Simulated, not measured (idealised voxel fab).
The process module presented herein is designated voxel transistor to metal.
Square cell edge 5 nm, section width 205 nm, ID cut.
Throughout this document, each cross-section is represented as a grid of square cells and is presented as a sequence of bands enumerated from the top downward, where a band comprises one or more rows of cells. Top height, bottom height, nm. Materials left to right, width each, nm. Single material + "all across" = fills band edge to edge. "empty" = empty. It should be noted that heights are counted from 0, beneath which the wafer as supplied is of one material throughout, and that the lowest band possesses no lower boundary but continues downward, as written in "0..down". A width given as "30->40" starts at the first number in the band's top row and ends at the second number in its bottom row, shifting by an equal amount at every step from row to row. Take "no change occurred" at face value: in the step it is given for, the cross-section changed in none of its cells. Sealed void listing: empty space of 8 cells or more with no open way to the top, each as width x height at its distance from the left edge, in nm. The remark found on a step's line after its settings is issued by the simulator itself and pertains to that step. If you see "overlay nm" on a step's line and that step has a mask, it's telling you how far right of where it was planned the mask ended up; a negative number means it went left instead. Pairs ahead. Before: cross-section ahead of one process step. After: cross-section once the step is done, shown to the lowest changed band only. Under each pair: that step, with settings. Caution: pairs may come from different runs of this module on the same starting wafer; a pair follows the pair above only where its "Pre-step condition" entry says so.

-- Pre-step condition
  0..down | Si all across
  Sealed void listing: none

-- Post-Step Appearance
  5..0 | SiO2 all across
  below 0: unchanged
  Sealed void listing: none
Between the two cross-sections shown above lies CONFORMAL_DEP (material SiO2; thk nm 5)

Pre-step condition: It is represented by the cross-section appearing after the step of the pair directly above.

-- Post-Step Appearance
  20..5 | SiN all across
  below 5: unchanged
  Sealed void listing: none
Between the two cross-sections shown above lies CONFORMAL_DEP (material SiN; thk nm 15)

Pre-step condition: It is represented by the cross-section appearing after the step of the pair directly above.

-- Post-Step Appearance
  20..5 | empty (55); SiN (90); empty (60)
  below 5: unchanged
  Sealed void listing: none
Between the two cross-sections shown above lies MASKED_ETCH (tone cover; mask id ACTIVE; width nm 90; etch materials SiN; depth nm 15; overlay nm 0)

Pre-step condition: It is represented by the cross-section appearing after the step of the pair directly above.

-- Post-Step Appearance
  20..5 | empty (55); SiN (90); empty (60)
  5..0 | empty (55); SiO2 (90); empty (60)
  below 0: unchanged
  Sealed void listing: none
Between the two cross-sections shown above lies MASKED_ETCH (tone cover; mask id ACTIVE; width nm 90; etch materials SiO2; depth nm 5; overlay nm 0)

Pre-step condition: It is represented by the cross-section appearing after the step of the pair directly above.

-- Post-Step Appearance
  20..5 | empty (55); SiN (90); empty (60)
  5..0 | empty (55); SiO2 (90); empty (60)
  0..-35 | empty (55); Si (90); empty (60)
  below -35: unchanged
  Sealed void listing: none
Between the two cross-sections shown above lies MASKED_ETCH (tone cover; mask id ACTIVE; width nm 90; etch materials Si; depth nm 35; overlay nm 0)

Pre-step condition: It is represented by the cross-section appearing after the step of the pair directly above.

-- Post-Step Appearance
  20..5 | empty (55); SiN (90); empty (60)
  5..0 | empty (55); SiO2 (90); empty (60)
  0..-35 | empty (55); SiO2 (5); Si (80); SiO2 (5); empty (60)
  -35..-40 | SiO2 (60); Si (80); SiO2 (65)
  below -40: unchanged
  Sealed void listing: none
Between the two cross-sections shown above lies OXIDIZE (depth nm 5)

Pre-step condition: It is represented by the cross-section appearing after the step of the pair directly above.

-- Post-Step Appearance
  25..20 | SiO2 all across
  20..5 | SiO2 (55); SiN (90); SiO2 (60)
  5..0 | SiO2 all across
  0..-40 | SiO2 (60); Si (80); SiO2 (65)
  below -40: unchanged
  Sealed void listing: none
Between the two cross-sections shown above lies FILL_DEP (material SiO2; thk nm 5)

Pre-step condition: It is represented by the cross-section appearing after the step of the pair directly above.

-- Post-Step Appearance
  20..5 | SiO2 (55); SiN (90); SiO2 (60)
  below 5: unchanged
  Sealed void listing: none
Between the two cross-sections shown above lies CMP (height nm 20)

Pre-step condition: It is represented by the cross-section appearing after the step of the pair directly above.

-- Post-Step Appearance
  20..15 | empty (55); SiN (90); empty (60)
  below 15: unchanged
  Sealed void listing: none
Between the two cross-sections shown above lies SELECTIVE_ETCH (etch materials SiO2; depth nm 5)

Pre-step condition: It is represented by the cross-section appearing after the step of the pair directly above.

-- Post-Step Appearance
  15..5 | SiO2 (55); empty (90); SiO2 (60)
  below 5: unchanged
  Sealed void listing: none
Between the two cross-sections shown above lies STRIP (etch materials SiN)

Pre-step condition: It is represented by the cross-section appearing after the step of the pair directly above.

-- Post-Step Appearance
  10..0 | SiO2 (50); empty (100); SiO2 (55)
  below 0: unchanged
  Sealed void listing: none
Between the two cross-sections shown above lies SELECTIVE_ETCH (etch materials SiO2; depth nm 5)

Pre-step condition: It is represented by the cross-section appearing after the step of the pair directly above.

-- Post-Step Appearance
  10..0 | SiO2 (50); empty (100); SiO2 (55)
  0..-5 | SiO2 all across
  below -5: unchanged
  Sealed void listing: none
Between the two cross-sections shown above lies OXIDIZE (depth nm 5)

Pre-step condition: It is represented by the cross-section appearing after the step of the pair directly above.

-- Post-Step Appearance
  30..20 | polySi (50); empty (100); polySi (55)
  20..10 | polySi all across
  10..0 | SiO2 (50); polySi (100); SiO2 (55)
  below 0: unchanged
  Sealed void listing: none
Between the two cross-sections shown above lies DIRECTIONAL_DEP (material polySi; thk nm 20)

Pre-step condition: It is represented by the cross-section appearing after the step of the pair directly above.

-- Post-Step Appearance
  40..30 | SiCN (50); empty (100); SiCN (55)
  30..20 | polySi (50); SiCN (100); polySi (55)
  below 20: unchanged
  Sealed void listing: none
Between the two cross-sections shown above lies DIRECTIONAL_DEP (material SiCN; thk nm 10)

Pre-step condition: It is represented by the cross-section appearing after the step of the pair directly above.

-- Post-Step Appearance
  50..40 | aC (50); empty (100); aC (55)
  40..30 | SiCN (50); aC (100); SiCN (55)
  below 30: unchanged
  Sealed void listing: none
Between the two cross-sections shown above lies DIRECTIONAL_DEP (material aC; thk nm 10)

Pre-step condition: It is represented by the cross-section appearing after the step of the pair directly above.

-- Post-Step Appearance
  80..50 | empty (90); resist (20); empty (95)
  50..40 | aC (50); empty (40); resist (20); empty (40); aC (55)
  below 40: unchanged
  Sealed void listing: none
Between the two cross-sections shown above lies PATTERN (tone cover; mask id GATE; material resist; width nm 20; thk nm 30; overlay nm 0)

Pre-step condition: It is represented by the cross-section appearing after the step of the pair directly above.

-- Post-Step Appearance
  70..40 | empty (90); resist (20); empty (95)
  40..30 | SiCN (50); empty (40); aC (20); empty (40); SiCN (55)
  below 30: unchanged
  Sealed void listing: none
Between the two cross-sections shown above lies DIRECTIONAL_ETCH (etch materials aC; depth nm 10)

Pre-step condition: It is represented by the cross-section appearing after the step of the pair directly above.

-- Post-Step Appearance
  40..30 | SiCN (50); empty (40); aC (20); empty (40); SiCN (55)
  below 30: unchanged
  Sealed void listing: none
Between the two cross-sections shown above lies STRIP (etch materials resist)

Pre-step condition: It is represented by the cross-section appearing after the step of the pair directly above.

-- Post-Step Appearance
  40..30 | empty (90); aC (20); empty (95)
  30..20 | polySi (50); empty (40); SiCN (20); empty (40); polySi (55)
  below 20: unchanged
  Sealed void listing: none
Between the two cross-sections shown above lies DIRECTIONAL_ETCH (etch materials SiCN; depth nm 20)

Pre-step condition: It is represented by the cross-section appearing after the step of the pair directly above.

-- Post-Step Appearance
  40..30 | empty (90); aC (20); empty (95)
  30..20 | empty (90); SiCN (20); empty (95)
  20..10 | empty (90); polySi (20); empty (95)
  10..0 | SiO2 (50); empty (40); polySi (20); empty (40); SiO2 (55)
  below 0: unchanged
  Sealed void listing: none
Between the two cross-sections shown above lies DIRECTIONAL_ETCH (etch materials polySi; depth nm 30)

Pre-step condition: It is represented by the cross-section appearing after the step of the pair directly above.

-- Post-Step Appearance
  30..20 | empty (90); SiCN (20); empty (95)
  below 20: unchanged
  Sealed void listing: none
Between the two cross-sections shown above lies STRIP (etch materials aC)

Pre-step condition: It is represented by the cross-section appearing after the step of the pair directly above.

-- Post-Step Appearance
  40..30 | empty (80); SiN (40); empty (85)
  30..20 | empty (80); SiN (10); SiCN (20); SiN (10); empty (85)
  20..10 | SiN (60); empty (20); SiN (10); polySi (20); SiN (10); empty (20); SiN (65)
  10..0 | SiO2 (50); SiN (40); polySi (20); SiN (40); SiO2 (55)
  below 0: unchanged
  Sealed void listing: none
Between the two cross-sections shown above lies CONFORMAL_DEP (material SiN; thk nm 10)

Pre-step condition: It is represented by the cross-section appearing after the step of the pair directly above.

-- Post-Step Appearance
  30..20 | empty (80); SiN (10); SiCN (20); SiN (10); empty (85)
  20..10 | empty (80); SiN (10); polySi (20); SiN (10); empty (85)
  10..0 | SiO2 (50); SiN (10); empty (20); SiN (10); polySi (20); SiN (10); empty (20); SiN (10); SiO2 (55)
  below 0: unchanged
  Sealed void listing: none
Between the two cross-sections shown above lies DIRECTIONAL_ETCH (etch materials SiN; depth nm 10)

Pre-step condition: It is represented by the cross-section appearing after the step of the pair directly above.

-- Post-Step Appearance
  30..20 | empty (80); SiN (10); SiCN (20); SiN (10); empty (85)
  20..10 | empty (80); SiN (10); polySi (20); SiN (10); empty (85)
  10..5 | empty (50); SiN (10); empty (20); SiN (10); polySi (20); SiN (10); empty (20); SiN (10); empty (55)
  5..0 | SiO2 (50); SiN (10); empty (20); SiN (10); polySi (20); SiN (10); empty (20); SiN (10); SiO2 (55)
  0..-5 | SiO2 (60); empty (20); SiO2 (40); empty (20); SiO2 (65)
  below -5: unchanged
  Sealed void listing: none
Between the two cross-sections shown above lies DIRECTIONAL_ETCH (etch materials SiO2; depth nm 5)

Pre-step condition: It is represented by the cross-section appearing after the step of the pair directly above.

-- Post-Step Appearance
  30..20 | empty (80); SiN (10); SiCN (20); SiN (10); empty (85)
  20..10 | empty (80); SiN (10); polySi (20); SiN (10); empty (85)
  10..5 | empty (50); SiN (10); empty (20); SiN (10); polySi (20); SiN (10); empty (20); SiN (10); empty (55)
  5..0 | SiO2 (50); SiN (10); empty (20); SiN (10); polySi (20); SiN (10); empty (20); SiN (10); SiO2 (55)
  0..-5 | SiO2 (60); empty (20); SiO2 (40); empty (20); SiO2 (65)
  -5..-10 | SiO2 (60); empty (20); Si (40); empty (20); SiO2 (65)
  below -10: unchanged
  Sealed void listing: none
Between the two cross-sections shown above lies DIRECTIONAL_ETCH (etch materials Si; depth nm 5)

Pre-step condition: It is represented by the cross-section appearing after the step of the pair directly above.

-- Post-Step Appearance
  30..20 | empty (80); SiN (10); SiCN (20); SiN (10); empty (85)
  20..10 | empty (80); SiN (10); polySi (20); SiN (10); empty (85)
  10..5 | empty (50); SiN (10); empty (20); SiN (10); polySi (20); SiN (10); empty (20); SiN (10); empty (55)
  5..0 | SiO2 (50); SiN (10); empty (10); pSi (10); SiN (10); polySi (20); SiN (10); pSi (10); empty (10); SiN (10); SiO2 (55)
  0..-5 | SiO2 (60); pSi (20); SiO2 (40); pSi (20); SiO2 (65)
  -5..-10 | SiO2 (60); pSi (20); Si (40); pSi (20); SiO2 (65)
  below -10: unchanged
  Sealed void listing: none
Between the two cross-sections shown above lies EPI (material pSi; thk nm 10)

Pre-step condition: It is represented by the cross-section appearing after the step of the pair directly above.

-- Post-Step Appearance
  35..30 | SiO2 all across
  30..20 | SiO2 (80); SiN (10); SiCN (20); SiN (10); SiO2 (85)
  20..10 | SiO2 (80); SiN (10); polySi (20); SiN (10); SiO2 (85)
  10..5 | SiO2 (50); SiN (10); SiO2 (20); SiN (10); polySi (20); SiN (10); SiO2 (20); SiN (10); SiO2 (55)
  5..0 | SiO2 (50); SiN (10); SiO2 (10); pSi (10); SiN (10); polySi (20); SiN (10); pSi (10); SiO2 (10); SiN (10); SiO2 (55)
  below 0: unchanged
  Sealed void listing: none
Between the two cross-sections shown above lies FILL_DEP (material SiO2; thk nm 5)

Pre-step condition: It is represented by the cross-section appearing after the step of the pair directly above.

-- Post-Step Appearance
  30..20 | SiO2 (80); SiN (10); SiCN (20); SiN (10); SiO2 (85)
  below 20: unchanged
  Sealed void listing: none
Between the two cross-sections shown above lies CMP (height nm 30)

Pre-step condition: It is represented by the cross-section appearing after the step of the pair directly above.

-- Post-Step Appearance
  45..30 | SiO2 all across
  below 30: unchanged
  Sealed void listing: none
Between the two cross-sections shown above lies DIRECTIONAL_DEP (material SiO2; thk nm 15)

Pre-step condition: It is represented by the cross-section appearing after the step of the pair directly above.

-- Post-Step Appearance
  45..30 | SiO2 (60); empty (15); SiO2 (50); empty (15); SiO2 (65)
  30..20 | SiO2 (60); empty (15); SiO2 (5); SiN (10); SiCN (20); SiN (10); SiO2 (5); empty (15); SiO2 (65)
  20..10 | SiO2 (60); empty (15); SiO2 (5); SiN (10); polySi (20); SiN (10); SiO2 (5); empty (15); SiO2 (65)
  10..5 | SiO2 (50); SiN (10); empty (15); SiO2 (5); SiN (10); polySi (20); SiN (10); SiO2 (5); empty (15); SiN (10); SiO2 (55)
  5..0 | SiO2 (50); SiN (10); empty (10); pSi (10); SiN (10); polySi (20); SiN (10); pSi (10); empty (10); SiN (10); SiO2 (55)
  below 0: unchanged
  Sealed void listing: none
Between the two cross-sections shown above lies MASKED_ETCH (tone open; mask id CONTACT; width nm 15; pitch nm 65; etch materials SiO2; depth nm 45; overlay nm 0)

Pre-step condition: It is represented by the cross-section appearing after the step of the pair directly above.

-- Post-Step Appearance
  50..45 | TiN (65); empty (5); TiN (60); empty (5); TiN (70)
  45..30 | SiO2 (60); TiN (5); empty (5); TiN (5); SiO2 (50); TiN (5); empty (5); TiN (5); SiO2 (65)
  30..20 | SiO2 (60); TiN (5); empty (5); TiN (5); SiO2 (5); SiN (10); SiCN (20); SiN (10); SiO2 (5); TiN (5); empty (5); TiN (5); SiO2 (65)
  20..10 | SiO2 (60); TiN (5); empty (5); TiN (5); SiO2 (5); SiN (10); polySi (20); SiN (10); SiO2 (5); TiN (5); empty (5); TiN (5); SiO2 (65)
  10..5 | SiO2 (50); SiN (10); TiN (15); SiO2 (5); SiN (10); polySi (20); SiN (10); SiO2 (5); TiN (15); SiN (10); SiO2 (55)
  5..0 | SiO2 (50); SiN (10); TiN (10); pSi (10); SiN (10); polySi (20); SiN (10); pSi (10); TiN (10); SiN (10); SiO2 (55)
  below 0: unchanged
  Sealed void listing: none
Between the two cross-sections shown above lies CONFORMAL_DEP (material TiN; thk nm 5)

Pre-step condition: It is represented by the cross-section appearing after the step of the pair directly above.

-- Post-Step Appearance
  60..50 | W all across
  50..45 | TiN (65); W (5); TiN (60); W (5); TiN (70)
  45..30 | SiO2 (60); TiN (5); W (5); TiN (5); SiO2 (50); TiN (5); W (5); TiN (5); SiO2 (65)
  30..20 | SiO2 (60); TiN (5); W (5); TiN (5); SiO2 (5); SiN (10); SiCN (20); SiN (10); SiO2 (5); TiN (5); W (5); TiN (5); SiO2 (65)
  20..10 | SiO2 (60); TiN (5); W (5); TiN (5); SiO2 (5); SiN (10); polySi (20); SiN (10); SiO2 (5); TiN (5); W (5); TiN (5); SiO2 (65)
  below 10: unchanged
  Sealed void listing: none
Between the two cross-sections shown above lies FILL_DEP (material W; thk nm 10)

Pre-step condition: It is represented by the cross-section appearing after the step of the pair directly above.

-- Post-Step Appearance
  45..30 | SiO2 (60); TiN (5); W (5); TiN (5); SiO2 (50); TiN (5); W (5); TiN (5); SiO2 (65)
  below 30: unchanged
  Sealed void listing: none
Between the two cross-sections shown above lies CMP (height nm 45)

Pre-step condition: It is represented by the cross-section appearing after the step of the pair directly above.

-- Post-Step Appearance
  50..45 | SiCN all across
  below 45: unchanged
  Sealed void listing: none
Between the two cross-sections shown above lies CONFORMAL_DEP (material SiCN; thk nm 5)

Pre-step condition: It is represented by the cross-section appearing after the step of the pair directly above.

-- Post-Step Appearance
  65..50 | lowk all across
  below 50: unchanged
  Sealed void listing: none
Between the two cross-sections shown above lies DIRECTIONAL_DEP (material lowk; thk nm 15)

Pre-step condition: It is represented by the cross-section appearing after the step of the pair directly above.

-- Post-Step Appearance
  65..50 | lowk (60); empty (15); lowk (50); empty (15); lowk (65)
  below 50: unchanged
  Sealed void listing: none
Between the two cross-sections shown above lies MASKED_ETCH (tone open; mask id METAL_1; width nm 15; pitch nm 65; etch materials lowk; depth nm 15; overlay nm 0)

Pre-step condition: It is represented by the cross-section appearing after the step of the pair directly above.

-- Post-Step Appearance
  65..50 | lowk (60); empty (15); lowk (50); empty (15); lowk (65)
  50..45 | SiCN (60); empty (15); SiCN (50); empty (15); SiCN (65)
  below 45: unchanged
  Sealed void listing: none
Between the two cross-sections shown above lies MASKED_ETCH (tone open; mask id METAL_1; width nm 15; pitch nm 65; etch materials SiCN; depth nm 5; overlay nm 0)

Pre-step condition: It is represented by the cross-section appearing after the step of the pair directly above.

-- Post-Step Appearance
  70..65 | TiN (65); empty (5); TiN (60); empty (5); TiN (70)
  65..50 | lowk (60); TiN (5); empty (5); TiN (5); lowk (50); TiN (5); empty (5); TiN (5); lowk (65)
  50..45 | SiCN (60); TiN (15); SiCN (50); TiN (15); SiCN (65)
  below 45: unchanged
  Sealed void listing: none
Between the two cross-sections shown above lies CONFORMAL_DEP (material TiN; thk nm 5)

Pre-step condition: It is represented by the cross-section appearing after the step of the pair directly above.

-- Post-Step Appearance
  80..70 | Ru all across
  70..65 | TiN (65); Ru (5); TiN (60); Ru (5); TiN (70)
  65..50 | lowk (60); TiN (5); Ru (5); TiN (5); lowk (50); TiN (5); Ru (5); TiN (5); lowk (65)
  below 50: unchanged
  Sealed void listing: none
Between the two cross-sections shown above lies FILL_DEP (material Ru; thk nm 10)

Pre-step condition: It is represented by the cross-section appearing after the step of the pair directly above.

-- Post-Step Appearance
  65..50 | lowk (60); TiN (5); Ru (5); TiN (5); lowk (50); TiN (5); Ru (5); TiN (5); lowk (65)
  below 50: unchanged
  Sealed void listing: none
Between the two cross-sections shown above lies CMP (height nm 65)

Pre-step condition: It is represented by the cross-section appearing after the step of the pair directly above.

-- Post-Step Appearance
  70..65 | SiN all across
  below 65: unchanged
  Sealed void listing: none
Between the two cross-sections shown above lies CONFORMAL_DEP (material SiN; thk nm 5)

-- Pre-step condition
  0..down | Si all across
  Sealed void listing: none

-- Post-Step Appearance
  15..0 | SiN all across
  below 0: unchanged
  Sealed void listing: none
Between the two cross-sections shown above lies CONFORMAL_DEP (material SiN; thk nm 15)

Pre-step condition: It is represented by the cross-section appearing after the step of the pair directly above.

-- Post-Step Appearance
  15..0 | empty (55); SiN (90); empty (60)
  below 0: unchanged
  Sealed void listing: none
Between the two cross-sections shown above lies MASKED_ETCH (tone cover; mask id ACTIVE; width nm 90; etch materials SiN; depth nm 15; overlay nm 0)

Pre-step condition: It is represented by the cross-section appearing after the step of the pair directly above.

-- Post-Step Appearance
  15..0 | empty (55); SiN (90); empty (60)
  0..-35 | empty (55); Si (90); empty (60)
  below -35: unchanged
  Sealed void listing: none
Between the two cross-sections shown above lies MASKED_ETCH (tone cover; mask id ACTIVE; width nm 90; etch materials Si; depth nm 35; overlay nm 0)

Pre-step condition: It is represented by the cross-section appearing after the step of the pair directly above.

-- Post-Step Appearance
  15..0 | empty (55); SiN (90); empty (60)
  0..-35 | empty (55); SiO2 (5); Si (80); SiO2 (5); empty (60)
  -35..-40 | SiO2 (60); Si (80); SiO2 (65)
  below -40: unchanged
  Sealed void listing: none
Between the two cross-sections shown above lies OXIDIZE (depth nm 5)

Pre-step condition: It is represented by the cross-section appearing after the step of the pair directly above.

-- Post-Step Appearance
  20..15 | SiO2 all across
  15..0 | SiO2 (55); SiN (90); SiO2 (60)
  0..-40 | SiO2 (60); Si (80); SiO2 (65)
  below -40: unchanged
  Sealed void listing: none
Between the two cross-sections shown above lies FILL_DEP (material SiO2; thk nm 5)

Pre-step condition: It is represented by the cross-section appearing after the step of the pair directly above.

-- Post-Step Appearance
  15..0 | SiO2 (55); SiN (90); SiO2 (60)
  below 0: unchanged
  Sealed void listing: none
Between the two cross-sections shown above lies SELECTIVE_ETCH (etch materials SiO2; depth nm 5)

Pre-step condition: It is represented by the cross-section appearing after the step of the pair directly above.

-- Post-Step Appearance
  15..0 | SiO2 (55); empty (90); SiO2 (60)
  below 0: unchanged
  Sealed void listing: none
Between the two cross-sections shown above lies STRIP (etch materials SiN)

Pre-step condition: It is represented by the cross-section appearing after the step of the pair directly above.

-- Post-Step Appearance
  10..0 | SiO2 (50); empty (100); SiO2 (55)
  0..-5 | SiO2 (50); empty (10); Si (80); empty (10); SiO2 (55)
  below -5: unchanged
  Sealed void listing: none
Between the two cross-sections shown above lies SELECTIVE_ETCH (etch materials SiO2; depth nm 5)

Pre-step condition: It is represented by the cross-section appearing after the step of the pair directly above.

-- Post-Step Appearance
  10..0 | SiO2 (50); empty (100); SiO2 (55)
  0..-5 | SiO2 (50); empty (10); SiO2 (80); empty (10); SiO2 (55)
  -5..-10 | SiO2 (65); Si (70); SiO2 (70)
  below -10: unchanged
  Sealed void listing: none
Between the two cross-sections shown above lies OXIDIZE (depth nm 5)

Pre-step condition: It is represented by the cross-section appearing after the step of the pair directly above.

-- Post-Step Appearance
  30..20 | polySi (50); empty (100); polySi (55)
  20..15 | polySi (50); empty (10); polySi (80); empty (10); polySi (55)
  15..10 | polySi all across
  10..0 | SiO2 (50); polySi (100); SiO2 (55)
  0..-5 | SiO2 (50); polySi (10); SiO2 (80); polySi (10); SiO2 (55)
  below -5: unchanged
  Sealed void listing: none
Between the two cross-sections shown above lies DIRECTIONAL_DEP (material polySi; thk nm 20)

Pre-step condition: It is represented by the cross-section appearing after the step of the pair directly above.

-- Post-Step Appearance
  40..30 | SiCN (50); empty (100); SiCN (55)
  30..25 | polySi (50); empty (10); SiCN (80); empty (10); polySi (55)
  25..20 | polySi (50); SiCN (100); polySi (55)
  20..15 | polySi (50); SiCN (10); polySi (80); SiCN (10); polySi (55)
  below 15: unchanged
  Sealed void listing: none
Between the two cross-sections shown above lies DIRECTIONAL_DEP (material SiCN; thk nm 10)

Pre-step condition: It is represented by the cross-section appearing after the step of the pair directly above.

-- Post-Step Appearance
  50..40 | aC (50); empty (100); aC (55)
  40..35 | SiCN (50); empty (10); aC (80); empty (10); SiCN (55)
  35..30 | SiCN (50); aC (100); SiCN (55)
  30..25 | polySi (50); aC (10); SiCN (80); aC (10); polySi (55)
  below 25: unchanged
  Sealed void listing: none
Between the two cross-sections shown above lies DIRECTIONAL_DEP (material aC; thk nm 10)

Pre-step condition: It is represented by the cross-section appearing after the step of the pair directly above.

-- Post-Step Appearance
  80..50 | empty (90); resist (20); empty (95)
  50..40 | aC (50); empty (40); resist (20); empty (40); aC (55)
  below 40: unchanged
  Sealed void listing: none
Between the two cross-sections shown above lies PATTERN (tone cover; mask id GATE; material resist; width nm 20; thk nm 30; overlay nm 0)

Pre-step condition: It is represented by the cross-section appearing after the step of the pair directly above.

-- Post-Step Appearance
  70..40 | empty (90); resist (20); empty (95)
  40..30 | SiCN (50); empty (40); aC (20); empty (40); SiCN (55)
  30..25 | polySi (50); empty (10); SiCN (80); empty (10); polySi (55)
  below 25: unchanged
  Sealed void listing: none
Between the two cross-sections shown above lies DIRECTIONAL_ETCH (etch materials aC; depth nm 10)

Pre-step condition: It is represented by the cross-section appearing after the step of the pair directly above.

-- Post-Step Appearance
  40..30 | SiCN (50); empty (40); aC (20); empty (40); SiCN (55)
  below 30: unchanged
  Sealed void listing: none
Between the two cross-sections shown above lies STRIP (etch materials resist)

Pre-step condition: It is represented by the cross-section appearing after the step of the pair directly above.

-- Post-Step Appearance
  40..30 | empty (90); aC (20); empty (95)
  30..20 | polySi (50); empty (40); SiCN (20); empty (40); polySi (55)
  20..15 | polySi (50); empty (10); polySi (80); empty (10); polySi (55)
  below 15: unchanged
  Sealed void listing: none
Between the two cross-sections shown above lies DIRECTIONAL_ETCH (etch materials SiCN; depth nm 20)

Pre-step condition: It is represented by the cross-section appearing after the step of the pair directly above.

-- Post-Step Appearance
  40..30 | empty (90); aC (20); empty (95)
  30..20 | empty (90); SiCN (20); empty (95)
  20..10 | empty (90); polySi (20); empty (95)
  10..0 | SiO2 (50); empty (40); polySi (20); empty (40); SiO2 (55)
  0..-5 | SiO2 (50); empty (10); SiO2 (80); empty (10); SiO2 (55)
  below -5: unchanged
  Sealed void listing: none
Between the two cross-sections shown above lies DIRECTIONAL_ETCH (etch materials polySi; depth nm 30)

Pre-step condition: It is represented by the cross-section appearing after the step of the pair directly above.

-- Post-Step Appearance
  30..20 | empty (90); SiCN (20); empty (95)
  below 20: unchanged
  Sealed void listing: none
Between the two cross-sections shown above lies STRIP (etch materials aC)

Pre-step condition: It is represented by the cross-section appearing after the step of the pair directly above.

-- Post-Step Appearance
  40..30 | empty (80); SiN (40); empty (85)
  30..20 | empty (80); SiN (10); SiCN (20); SiN (10); empty (85)
  20..10 | SiN (60); empty (20); SiN (10); polySi (20); SiN (10); empty (20); SiN (65)
  10..0 | SiO2 (50); SiN (40); polySi (20); SiN (40); SiO2 (55)
  0..-5 | SiO2 (50); SiN (10); SiO2 (80); SiN (10); SiO2 (55)
  below -5: unchanged
  Sealed void listing: none
Between the two cross-sections shown above lies CONFORMAL_DEP (material SiN; thk nm 10)

Pre-step condition: It is represented by the cross-section appearing after the step of the pair directly above.

-- Post-Step Appearance
  30..20 | empty (80); SiN (10); SiCN (20); SiN (10); empty (85)
  20..10 | empty (80); SiN (10); polySi (20); SiN (10); empty (85)
  10..0 | SiO2 (50); SiN (10); empty (20); SiN (10); polySi (20); SiN (10); empty (20); SiN (10); SiO2 (55)
  below 0: unchanged
  Sealed void listing: none
Between the two cross-sections shown above lies DIRECTIONAL_ETCH (etch materials SiN; depth nm 10)

Pre-step condition: It is represented by the cross-section appearing after the step of the pair directly above.

-- Post-Step Appearance
  30..20 | empty (80); SiN (10); SiCN (20); SiN (10); empty (85)
  20..10 | empty (80); SiN (10); polySi (20); SiN (10); empty (85)
  10..5 | empty (50); SiN (10); empty (20); SiN (10); polySi (20); SiN (10); empty (20); SiN (10); empty (55)
  5..0 | SiO2 (50); SiN (10); empty (20); SiN (10); polySi (20); SiN (10); empty (20); SiN (10); SiO2 (55)
  0..-5 | SiO2 (50); SiN (10); empty (20); SiO2 (40); empty (20); SiN (10); SiO2 (55)
  below -5: unchanged
  Sealed void listing: none
Between the two cross-sections shown above lies DIRECTIONAL_ETCH (etch materials SiO2; depth nm 5)

Pre-step condition: It is represented by the cross-section appearing after the step of the pair directly above.

-- Post-Step Appearance
  30..20 | empty (80); SiN (10); SiCN (20); SiN (10); empty (85)
  20..10 | empty (80); SiN (10); polySi (20); SiN (10); empty (85)
  10..5 | empty (50); SiN (10); empty (20); SiN (10); polySi (20); SiN (10); empty (20); SiN (10); empty (55)
  5..0 | SiO2 (50); SiN (10); empty (20); SiN (10); polySi (20); SiN (10); empty (20); SiN (10); SiO2 (55)
  0..-5 | SiO2 (50); SiN (10); empty (20); SiO2 (40); empty (20); SiN (10); SiO2 (55)
  -5..-10 | SiO2 (65); empty (15); Si (40); empty (15); SiO2 (70)
  below -10: unchanged
  Sealed void listing: none
Between the two cross-sections shown above lies DIRECTIONAL_ETCH (etch materials Si; depth nm 5)

Pre-step condition: It is represented by the cross-section appearing after the step of the pair directly above.

-- Post-Step Appearance
  30..20 | empty (80); SiN (10); SiCN (20); SiN (10); empty (85)
  20..10 | empty (80); SiN (10); polySi (20); SiN (10); empty (85)
  10..5 | empty (50); SiN (10); empty (20); SiN (10); polySi (20); SiN (10); empty (20); SiN (10); empty (55)
  5..0 | SiO2 (50); SiN (10); empty (10); pSi (10); SiN (10); polySi (20); SiN (10); pSi (10); empty (10); SiN (10); SiO2 (55)
  0..-5 | SiO2 (50); SiN (10); pSi (20); SiO2 (40); pSi (20); SiN (10); SiO2 (55)
  -5..-10 | SiO2 (65); pSi (15); Si (40); pSi (15); SiO2 (70)
  below -10: unchanged
  Sealed void listing: none
Between the two cross-sections shown above lies EPI (material pSi; thk nm 10)

Pre-step condition: It is represented by the cross-section appearing after the step of the pair directly above.

-- Post-Step Appearance
  35..30 | SiO2 all across
  30..20 | SiO2 (80); SiN (10); SiCN (20); SiN (10); SiO2 (85)
  20..10 | SiO2 (80); SiN (10); polySi (20); SiN (10); SiO2 (85)
  10..5 | SiO2 (50); SiN (10); SiO2 (20); SiN (10); polySi (20); SiN (10); SiO2 (20); SiN (10); SiO2 (55)
  5..0 | SiO2 (50); SiN (10); SiO2 (10); pSi (10); SiN (10); polySi (20); SiN (10); pSi (10); SiO2 (10); SiN (10); SiO2 (55)
  below 0: unchanged
  Sealed void listing: none
Between the two cross-sections shown above lies FILL_DEP (material SiO2; thk nm 5)

Pre-step condition: It is represented by the cross-section appearing after the step of the pair directly above.

-- Post-Step Appearance
  30..20 | SiO2 (80); SiN (10); SiCN (20); SiN (10); SiO2 (85)
  below 20: unchanged
  Sealed void listing: none
Between the two cross-sections shown above lies CMP (height nm 30)

Pre-step condition: It is represented by the cross-section appearing after the step of the pair directly above.

-- Post-Step Appearance
  45..30 | SiO2 all across
  below 30: unchanged
  Sealed void listing: none
Between the two cross-sections shown above lies DIRECTIONAL_DEP (material SiO2; thk nm 15)

Pre-step condition: It is represented by the cross-section appearing after the step of the pair directly above.

-- Post-Step Appearance
  45..30 | SiO2 (60); empty (15); SiO2 (50); empty (15); SiO2 (65)
  30..20 | SiO2 (60); empty (15); SiO2 (5); SiN (10); SiCN (20); SiN (10); SiO2 (5); empty (15); SiO2 (65)
  20..10 | SiO2 (60); empty (15); SiO2 (5); SiN (10); polySi (20); SiN (10); SiO2 (5); empty (15); SiO2 (65)
  10..5 | SiO2 (50); SiN (10); empty (15); SiO2 (5); SiN (10); polySi (20); SiN (10); SiO2 (5); empty (15); SiN (10); SiO2 (55)
  5..0 | SiO2 (50); SiN (10); empty (10); pSi (10); SiN (10); polySi (20); SiN (10); pSi (10); empty (10); SiN (10); SiO2 (55)
  below 0: unchanged
  Sealed void listing: none
Between the two cross-sections shown above lies MASKED_ETCH (tone open; mask id CONTACT; width nm 15; pitch nm 65; etch materials SiO2; depth nm 45; overlay nm 0)
